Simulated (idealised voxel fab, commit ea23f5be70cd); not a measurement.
The process module presented herein is designated voxel capacitor over wiring.
Shown is cross-section cut, with a width of 235 nm and square cells of size 5 nm.
Square cells in a grid make up a cross-section in this document, and the grid is given as bands, listed from the top down, each one or more rows of cells. Heads up on the band format: heights come first, top then bottom, in nm. After that it's the materials left to right, each with its width in nm. A single material flagged "edge to edge" fills the whole band edge to edge, and "air" means there's empty space there. The reference from which all heights are counted is 0, the level beneath which the as-received wafer is entirely one material; the lowest band, having no lower bound, proceeds downward and is written after the example "z 0 and below". A width given as "30 to 40" starts at the first number in the band's top row and ends at the second number in its bottom row, shifting by an equal amount at every step from row to row. Take "remained the same" at face value: in the step it is given for, the cross-section changed in none of its cells. Listed in "Closed void inventory": every empty space of 8 or more cells without an open way to the top. Form: width x height at distance, the distance being from the left edge, all in nm. It should be noted that, on the line of a given step, the content following the step's settings is a remark produced by the simulator itself with respect to that step. overlay nm: mask right of planned place by this much (step with mask). Neg. = left.
PLANNED STEP LIST FOR THE PROCESS
| 1 | RECEIVE [material Si] |
| 2 | CONFORMAL_DEP [material SiO2] [thk nm 10] |
| 3 | DIRECTIONAL_DEP [material TiN] [thk nm 5] |
| 4 | DIRECTIONAL_DEP [material Ru] [thk nm 25] |
| 5 | DIRECTIONAL_DEP [material aC] [thk nm 10] |
| 6 | PATTERN [tone cover] [mask id METAL_1] [material resist] [width nm 30] [pitch nm 90] [thk nm 25] [overlay nm 0] |
| 7 | DIRECTIONAL_ETCH [etch materials aC] [depth nm 10] |
| 8 | STRIP [etch materials resist] |
| 9 | DIRECTIONAL_ETCH [etch materials Ru] [depth nm 25] |
| 10 | DIRECTIONAL_ETCH [etch materials TiN] [depth nm 5] |
| 11 | STRIP [etch materials aC] |
| 12 | CONFORMAL_DEP [material SiN] [thk nm 5] |
| 13 | FILL_DEP [material SiO2] [thk nm 5] |
| 14 | CMP [height nm 40] |
| 15 | CONFORMAL_DEP [material SiCN] [thk nm 5] |
| 16 | DIRECTIONAL_DEP [material lowk] [thk nm 10] |
| 17 | DIRECTIONAL_DEP [material aC] [thk nm 10] |
| 18 | PATTERN [tone open] [mask id PLUG_1] [material resist] [width nm 15] [thk nm 25] [overlay nm 0] |
| 19 | DIRECTIONAL_ETCH [etch materials aC] [depth nm 10] |
| 20 | STRIP [etch materials resist] |
| 21 | DIRECTIONAL_ETCH [etch materials lowk] [depth nm 10] |
| 22 | DIRECTIONAL_ETCH [etch materials SiCN] [depth nm 5] |
| 23 | STRIP [etch materials aC] |
| 24 | EPI [material Ru] [thk nm 10] |
| 25 | EPI [material Ru] [thk nm 5] |
| 26 | DIRECTIONAL_DEP [material TiN] [thk nm 10] |
| 27 | DIRECTIONAL_DEP [material Al2O3] [thk nm 5] |
| 28 | DIRECTIONAL_DEP [material TiN] [thk nm 10] |
| 29 | PATTERN [tone cover] [mask id UPPER_PLATE] [material resist] [width nm 65] [thk nm 20] [overlay nm 0] |
| 30 | DIRECTIONAL_ETCH [etch materials TiN] [depth nm 10] |
| 31 | DIRECTIONAL_ETCH [etch materials Al2O3] [depth nm 5] |
| 32 | STRIP [etch materials resist] |
| 33 | DIRECTIONAL_DEP [material aC] [thk nm 15] |
| 34 | PATTERN [tone cover] [mask id LOWER_PLATE] [material resist] [width nm 75] [thk nm 35] [overlay nm 0] |
| 35 | DIRECTIONAL_ETCH [etch materials aC] [depth nm 15] |
| 36 | STRIP [etch materials resist] |
| 37 | DIRECTIONAL_ETCH [etch materials TiN] [depth nm 10] |
| 38 | STRIP [etch materials aC] |
| 39 | FILL_DEP [material SiO2] [thk nm 15] |
| 40 | CMP [height nm 90] |
| 41 | MASKED_ETCH [tone open] [mask id PLUG_2] [width nm 15] [etch materials SiO2] [depth nm 10] [overlay nm 0] |
| 42 | CONFORMAL_DEP [material TiN] [thk nm 5] |
| 43 | FILL_DEP [material W] [thk nm 5] |
| 44 | CMP [height nm 90] |
| 45 | CONFORMAL_DEP [material SiCN] [thk nm 5] |
Heads up: all these wafers start the same, and what changes between them is the thk nm in step 15. The value you see in the plan is just what the first wafer got.
HERE'S THE FIRST OF THE WAFERS IN CROSS-SECTION, JUST AS WE GOT IT, I.E. AFTER STEP 1
    z 0 and below = Si edge to edge
    Closed void inventory: none
THE FIRST OF SEVERAL WAFERS, SEEN IN CROSS-SECTION AFTER THE MODULE'S LAST STEP, STEP 45
    z 95 to 90 = SiCN edge to edge
    z 90 to 85 = 80 SiO2; 5 TiN; 5 W; 5 TiN; 140 SiO2
    z 85 to 80 = 80 SiO2; 15 TiN; 140 SiO2
    z 80 to 70 = 70 SiO2; 65 TiN; 100 SiO2
    z 70 to 65 = 70 SiO2; 65 Al2O3; 100 SiO2
    z 65 to 55 = 65 SiO2; 75 TiN; 95 SiO2
    z 55 to 45 = 70 lowk; 15 Ru; 150 lowk
    z 45 to 40 = 70 SiCN; 15 Ru; 150 SiCN
    z 40 to 15 = 50 SiO2; 5 SiN; 30 Ru; 5 SiN; 50 SiO2; 5 SiN; 30 Ru; 5 SiN; 55 SiO2
    z 15 to 10 = 55 SiN; 30 TiN; 60 SiN; 30 TiN; 60 SiN
    z 10 to 0 = SiO2 edge to edge
    z 0 and below = Si edge to edge
    Closed void inventory: none
CROSS-SECTION, LAST WAFER, MODULE COMPLETION
    z 95 to 90 = SiCN edge to edge
    z 90 to 85 = 80 SiO2; 55 TiN; 100 SiO2
    z 85 to 80 = 80 SiO2; 5 TiN; 50 Al2O3; 100 SiO2
    z 80 to 70 = 65 SiO2; 75 TiN; 95 SiO2
    z 70 to 65 = 70 lowk; 15 Al2O3; 150 lowk
    z 65 to 60 = 70 lowk; 15 TiN; 150 lowk
    z 60 to 55 = 70 SiCN; 15 TiN; 150 SiCN
    z 55 to 40 = SiCN edge to edge
    z 40 to 15 = 50 SiO2; 5 SiN; 30 Ru; 5 SiN; 50 SiO2; 5 SiN; 30 Ru; 5 SiN; 55 SiO2
    z 15 to 10 = 55 SiN; 30 TiN; 60 SiN; 30 TiN; 60 SiN
    z 10 to 0 = SiO2 edge to edge
    z 0 and below = Si edge to edge
    Closed void inventory: none
THE ROWS OF THE TABLE BELOW ARE WAFERS. LOOKING AT THE END OF THE MODULE, A ROW COUNTS, FOR EVERY MATERIAL, THE CELLS THE WAFER HAS GAINED, SHOWN AS (+), OR LOST, SHOWN AS (-), SINCE IT WAS RECEIVED; ITS CLOSED VOIDS COME NEXT
thk nm 5; +13 Al2O3; +69 Ru; +91 SiCN; +55 SiN; +503 SiO2; +73 TiN; +1 W; +88 lowk; Closed void inventory: none
thk nm 10; +13 Al2O3; +60 Ru; +138 SiCN; +55 SiN; +467 SiO2; +72 TiN; +88 lowk; Closed void inventory: none
thk nm 15; +13 Al2O3; +60 Ru; +185 SiCN; +55 SiN; +422 SiO2; +70 TiN; +88 lowk; Closed void inventory: none
thk nm 20; +13 Al2O3; +60 Ru; +232 SiCN; +55 SiN; +385 SiO2; +60 TiN; +88 lowk; Closed void inventory: none
